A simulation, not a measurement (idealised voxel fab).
Process module, titled voxel air gaps
Xsec cut, 210 nm wide, square cell size 5 nm.
Bands, listed from the top down, are how a cross-section gets written in this document; the cross-section itself is a grid of square cells, and a band is one or more rows of them. For a band, the entry starts with two heights in nm, that of the top and then that of the bottom, and carries on with the band's materials in order from left to right, each alongside its width in nm; the word "everywhere" beside a single material means it fills the band edge to edge, and "empty" means empty space. Zero point of the height axis is 0; under it, received wafer = one material. Lowest band: continues down indefinitely, "0 and below". Per-row width for "30 to 40": begins at first number (top row of band), ends at second number (bottom row), increment between rows held constant. Take "stayed the same" at face value: in the step it is given for, the cross-section changed in none of its cells. Any empty space of 8 cells or more lacking an open way to the top shows up in "Closed void roster" as width x height at distance, distance from the left edge, in nm. On a step's line, text after the settings is the simulator commenting on that step. overlay nm: on a step with a mask, how far right of its planned place the mask lay; negative means left.

**The following list gives the planned process steps**
1 RECEIVE: material Si
2 CONFORMAL_DEP: material SiO2, thk nm 10
3 CONFORMAL_DEP: material SiCN, thk nm 5
4 DIRECTIONAL_DEP: material lowk, thk nm 35
5 DIRECTIONAL_DEP: material aC, thk nm 15
6 PATTERN: tone open, mask id LINES, material resist, width nm 15, pitch nm 45, thk nm 35, overlay nm 0
7 DIRECTIONAL_ETCH: etch materials aC, depth nm 15
8 STRIP: etch materials resist
9 DIRECTIONAL_ETCH: etch materials lowk, depth nm 35
10 STRIP: etch materials aC
11 CONFORMAL_DEP: material TiN, thk nm 5
12 FILL_DEP: material W, thk nm 10
13 CMP: height nm 50
14 EPI: material Ru, thk nm 10
15 SELECTIVE_ETCH: etch materials lowk, depth nm 45
16 CONFORMAL_DEP: material SiCN, thk nm 5

**Account of the first of two wafers, which was processed as intended**

**So this is the incoming wafer in cross-section - it's already been through step 1**
    0 and below | Si everywhere
    Closed void roster: none

**Upon completion of step 2, the wafer appears in cross-section as shown**
    10 down to 0 | SiO2 everywhere
    Lower than 0, everything is as it was.

**Upon completion of step 3, the wafer appears in cross-section as shown**
    15 down to 10 | SiCN everywhere
    Lower than 10, everything is as it was.

**Upon completion of step 4, the wafer appears in cross-section as shown**
    50 down to 15 | lowk everywhere
    Lower than 15, everything is as it was.

**Upon completion of step 5, the wafer appears in cross-section as shown**
    65 down to 50 | aC everywhere
    Lower than 50, everything is as it was.

**Upon completion of step 6, the wafer appears in cross-section as shown**
    100 down to 65 | 50 resist / 15 empty / 30 resist / 15 empty / 30 resist / 15 empty / 55 resist
    Lower than 65, everything is as it was.

**Upon completion of step 7, the wafer appears in cross-section as shown**
    85 down to 65 | 50 resist / 15 empty / 30 resist / 15 empty / 30 resist / 15 empty / 55 resist
    65 down to 50 | 50 aC / 15 empty / 30 aC / 15 empty / 30 aC / 15 empty / 55 aC
    Lower than 50, everything is as it was.

**Upon completion of step 8, the wafer appears in cross-section as shown**
    65 down to 50 | 50 aC / 15 empty / 30 aC / 15 empty / 30 aC / 15 empty / 55 aC
    Lower than 50, everything is as it was.

**Upon completion of step 9, the wafer appears in cross-section as shown**
    65 down to 50 | 50 aC / 15 empty / 30 aC / 15 empty / 30 aC / 15 empty / 55 aC
    50 down to 15 | 50 lowk / 15 empty / 30 lowk / 15 empty / 30 lowk / 15 empty / 55 lowk
    Lower than 15, everything is as it was.

**Upon completion of step 10, the wafer appears in cross-section as shown**
    50 down to 15 | 50 lowk / 15 empty / 30 lowk / 15 empty / 30 lowk / 15 empty / 55 lowk
    Lower than 15, everything is as it was.

**Upon completion of step 11, the wafer appears in cross-section as shown**
    55 down to 50 | 55 TiN / 5 empty / 40 TiN / 5 empty / 40 TiN / 5 empty / 60 TiN
    50 down to 20 | 50 lowk / 5 TiN / 5 empty / 5 TiN / 30 lowk / 5 TiN / 5 empty / 5 TiN / 30 lowk / 5 TiN / 5 empty / 5 TiN / 55 lowk
    20 down to 15 | 50 lowk / 15 TiN / 30 lowk / 15 TiN / 30 lowk / 15 TiN / 55 lowk
    Lower than 15, everything is as it was.

**Upon completion of step 12, the wafer appears in cross-section as shown**
    65 down to 55 | W everywhere
    55 down to 50 | 55 TiN / 5 W / 40 TiN / 5 W / 40 TiN / 5 W / 60 TiN
    50 down to 20 | 50 lowk / 5 TiN / 5 W / 5 TiN / 30 lowk / 5 TiN / 5 W / 5 TiN / 30 lowk / 5 TiN / 5 W / 5 TiN / 55 lowk
    Lower than 20, everything is as it was.

**Upon completion of step 13, the wafer appears in cross-section as shown**
    50 down to 20 | 50 lowk / 5 TiN / 5 W / 5 TiN / 30 lowk / 5 TiN / 5 W / 5 TiN / 30 lowk / 5 TiN / 5 W / 5 TiN / 55 lowk
    Lower than 20, everything is as it was.

**Upon completion of step 14, the wafer appears in cross-section as shown**
    60 down to 50 | 40 empty / 35 Ru / 10 empty / 35 Ru / 10 empty / 35 Ru / 45 empty
    Lower than 50, everything is as it was.

**Upon completion of step 15, the wafer appears in cross-section as shown**
    60 down to 50 | 40 empty / 35 Ru / 10 empty / 35 Ru / 10 empty / 35 Ru / 45 empty
    50 down to 20 | 50 empty / 5 TiN / 5 W / 5 TiN / 30 empty / 5 TiN / 5 W / 5 TiN / 30 empty / 5 TiN / 5 W / 5 TiN / 55 empty
    20 down to 15 | 50 empty / 15 TiN / 30 empty / 15 TiN / 30 empty / 15 TiN / 55 empty
    Lower than 15, everything is as it was.

**Upon completion of step 16, the wafer appears in cross-section as shown**
    65 down to 60 | 35 empty / 135 SiCN / 40 empty
    60 down to 50 | 35 empty / 5 SiCN / 35 Ru / 10 SiCN / 35 Ru / 10 SiCN / 35 Ru / 5 SiCN / 40 empty
    50 down to 45 | 35 empty / 15 SiCN / 5 TiN / 5 W / 5 TiN / 30 SiCN / 5 TiN / 5 W / 5 TiN / 30 SiCN / 5 TiN / 5 W / 5 TiN / 15 SiCN / 40 empty
    45 down to 20 | 45 empty / 5 SiCN / 5 TiN / 5 W / 5 TiN / 5 SiCN / 20 empty / 5 SiCN / 5 TiN / 5 W / 5 TiN / 5 SiCN / 20 empty / 5 SiCN / 5 TiN / 5 W / 5 TiN / 5 SiCN / 50 empty
    20 down to 15 | 50 SiCN / 15 TiN / 30 SiCN / 15 TiN / 30 SiCN / 15 TiN / 55 SiCN
    Lower than 15, everything is as it was.
    Closed void roster: 20 x 25 at 70; 20 x 25 at 115

**For the second wafer, take the first wafer's start and plan, then add one mistake made in running it; everything through step 5, that step included, is shared with the first**

**Cross-section: second wafer, time at which step 6 was scheduled to end**
    100 down to 65 | 45 resist / 15 empty / 30 resist / 15 empty / 30 resist / 15 empty / 60 resist
    Lower than 65, everything is as it was.

**Cross-section: second wafer, time at which step 7 was scheduled to end**
    85 down to 65 | 45 resist / 15 empty / 30 resist / 15 empty / 30 resist / 15 empty / 60 resist
    65 down to 50 | 45 aC / 15 empty / 30 aC / 15 empty / 30 aC / 15 empty / 60 aC
    Lower than 50, everything is as it was.

**Cross-section: second wafer, time at which step 8 was scheduled to end**
    65 down to 50 | 45 aC / 15 empty / 30 aC / 15 empty / 30 aC / 15 empty / 60 aC
    Lower than 50, everything is as it was.

**Cross-section: second wafer, time at which step 9 was scheduled to end**
    65 down to 50 | 45 aC / 15 empty / 30 aC / 15 empty / 30 aC / 15 empty / 60 aC
    50 down to 15 | 45 lowk / 15 empty / 30 lowk / 15 empty / 30 lowk / 15 empty / 60 lowk
    Lower than 15, everything is as it was.

**Cross-section: second wafer, time at which step 10 was scheduled to end**
    50 down to 15 | 45 lowk / 15 empty / 30 lowk / 15 empty / 30 lowk / 15 empty / 60 lowk
    Lower than 15, everything is as it was.

**Cross-section: second wafer, time at which step 11 was scheduled to end**
    55 down to 50 | 50 TiN / 5 empty / 40 TiN / 5 empty / 40 TiN / 5 empty / 65 TiN
    50 down to 20 | 45 lowk / 5 TiN / 5 empty / 5 TiN / 30 lowk / 5 TiN / 5 empty / 5 TiN / 30 lowk / 5 TiN / 5 empty / 5 TiN / 60 lowk
    20 down to 15 | 45 lowk / 15 TiN / 30 lowk / 15 TiN / 30 lowk / 15 TiN / 60 lowk
    Lower than 15, everything is as it was.

**Cross-section: second wafer, time at which step 12 was scheduled to end**
    65 down to 55 | W everywhere
    55 down to 50 | 50 TiN / 5 W / 40 TiN / 5 W / 40 TiN / 5 W / 65 TiN
    50 down to 20 | 45 lowk / 5 TiN / 5 W / 5 TiN / 30 lowk / 5 TiN / 5 W / 5 TiN / 30 lowk / 5 TiN / 5 W / 5 TiN / 60 lowk
    Lower than 20, everything is as it was.

**Cross-section: second wafer, time at which step 13 was scheduled to end**
    50 down to 20 | 45 lowk / 5 TiN / 5 W / 5 TiN / 30 lowk / 5 TiN / 5 W / 5 TiN / 30 lowk / 5 TiN / 5 W / 5 TiN / 60 lowk
    Lower than 20, everything is as it was.

**Cross-section: second wafer, time at which step 14 was scheduled to end**
    60 down to 50 | 35 empty / 35 Ru / 10 empty / 35 Ru / 10 empty / 35 Ru / 50 empty
    Lower than 50, everything is as it was.

**Cross-section: second wafer, time at which step 15 was scheduled to end**
    60 down to 50 | 35 empty / 35 Ru / 10 empty / 35 Ru / 10 empty / 35 Ru / 50 empty
    50 down to 20 | 45 empty / 5 TiN / 5 W / 5 TiN / 30 empty / 5 TiN / 5 W / 5 TiN / 30 empty / 5 TiN / 5 W / 5 TiN / 60 empty
    20 down to 15 | 45 empty / 15 TiN / 30 empty / 15 TiN / 30 empty / 15 TiN / 60 empty
    Lower than 15, everything is as it was.

**Cross-section: second wafer, time at which step 16 was scheduled to end**
    65 down to 60 | 30 empty / 135 SiCN / 45 empty
    60 down to 50 | 30 empty / 5 SiCN / 35 Ru / 10 SiCN / 35 Ru / 10 SiCN / 35 Ru / 5 SiCN / 45 empty
    50 down to 45 | 30 empty / 15 SiCN / 5 TiN / 5 W / 5 TiN / 30 SiCN / 5 TiN / 5 W / 5 TiN / 30 SiCN / 5 TiN / 5 W / 5 TiN / 15 SiCN / 45 empty
    45 down to 20 | 40 empty / 5 SiCN / 5 TiN / 5 W / 5 TiN / 5 SiCN / 20 empty / 5 SiCN / 5 TiN / 5 W / 5 TiN / 5 SiCN / 20 empty / 5 SiCN / 5 TiN / 5 W / 5 TiN / 5 SiCN / 55 empty
    20 down to 15 | 45 SiCN / 15 TiN / 30 SiCN / 15 TiN / 30 SiCN / 15 TiN / 60 SiCN
    Lower than 15, everything is as it was.
    Closed void roster: 20 x 25 at 65; 20 x 25 at 110
Processing error: planned and actual differ for step 6; actual: PATTERN: tone open, mask id LINES, material resist, width nm 15, pitch nm 45, thk nm 35, overlay nm -5
The two final wafers agree on how many cells each material fills and disagree on which cells those are.
